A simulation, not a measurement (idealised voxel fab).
voxel ribs on slabs: a process module
Square cell edge 5 nm, section width 270 nm, ID cut.
For the purposes of this document, a cross-section shall be understood as a grid of square cells, specified as bands listed in top-to-bottom order, each band consisting of one or more rows of cells. Look at the band entry: it leads with the top's height and the bottom's height in nm. Then it lists the materials left to right, with a width in nm for each. The word "edge to edge" on a single material says that material fills the band edge to edge. The word "blank" is empty space. All heights in this document are referenced to 0, defined as the level beneath which the wafer, as received, consists entirely of one material. The lowest band is not bounded below; it extends indefinitely downward and is written in the form "top 0, no bottom". The width entry "30 to 40" should be interpreted row by row: the top row of cells in the band takes the first number, the bottom row takes the second number, and the change between adjacent rows is uniform throughout. Given "identical to before" for a step, no cell of the cross-section differs between before and after that step. "Closed-off voids" lists enclosed empty spaces (at least 8 cells, no open path upward to the top), each as width x height at distance from the left edge, in nm. Text after the settings on a step's line: the simulator's own remark on that step. overlay nm: for a step with a mask, the amount by which the mask lay right of where it was planned; a negative amount means left of it.
PLANNED STEP LIST FOR THE PROCESS
1) RECEIVE,material Si
2) DIRECTIONAL_DEP,material SiO2,thk nm 30
3) DIRECTIONAL_DEP,material SiN,thk nm 20
4) DIRECTIONAL_DEP,material aC,thk nm 10
5) PATTERN,tone cover,mask id RIB,material resist,width nm 15,thk nm 30,overlay nm 0
6) DIRECTIONAL_ETCH,etch materials aC,depth nm 10
7) STRIP,etch materials resist
8) DIRECTIONAL_ETCH,etch materials SiN,depth nm 15
9) STRIP,etch materials aC
10) MASKED_ETCH,tone cover,mask id SLAB,width nm 75,etch materials SiN,depth nm 5,overlay nm 0
11) FILL_DEP,material SiO2,thk nm 25
12) CMP,height nm 70
13) DIRECTIONAL_DEP,material W,thk nm 5
14) MASKED_ETCH,tone cover,mask id HEATER,width nm 25,etch materials W,depth nm 5,overlay nm 0
15) CONFORMAL_DEP,material SiO2,thk nm 5
It is noted that the wafers described herein are identical at the outset and are distinguished by the width nm of step 5; the value stated in the plan corresponds to the first wafer.
THE FIRST OF SEVERAL WAFERS, AS RECEIVED AFTER STEP 1, SEEN IN SECTION
- top 0, no bottom | Si edge to edge
- Closed-off voids: none
BELOW: A ROW PER WAFER. CONTENTS AT END OF MODULE: FOR EVERY MATERIAL, CELLS GAINED SINCE RECEIPT (+) OR LOST SINCE RECEIPT (-); THEN CLOSED VOIDS
width nm 15; +24 SiN; +788 SiO2; +5 W; Closed-off voids: none
width nm 20; +27 SiN; +785 SiO2; +5 W; Closed-off voids: none
width nm 25; +30 SiN; +782 SiO2; +5 W; Closed-off voids: none
width nm 30; +33 SiN; +779 SiO2; +5 W; Closed-off voids: none
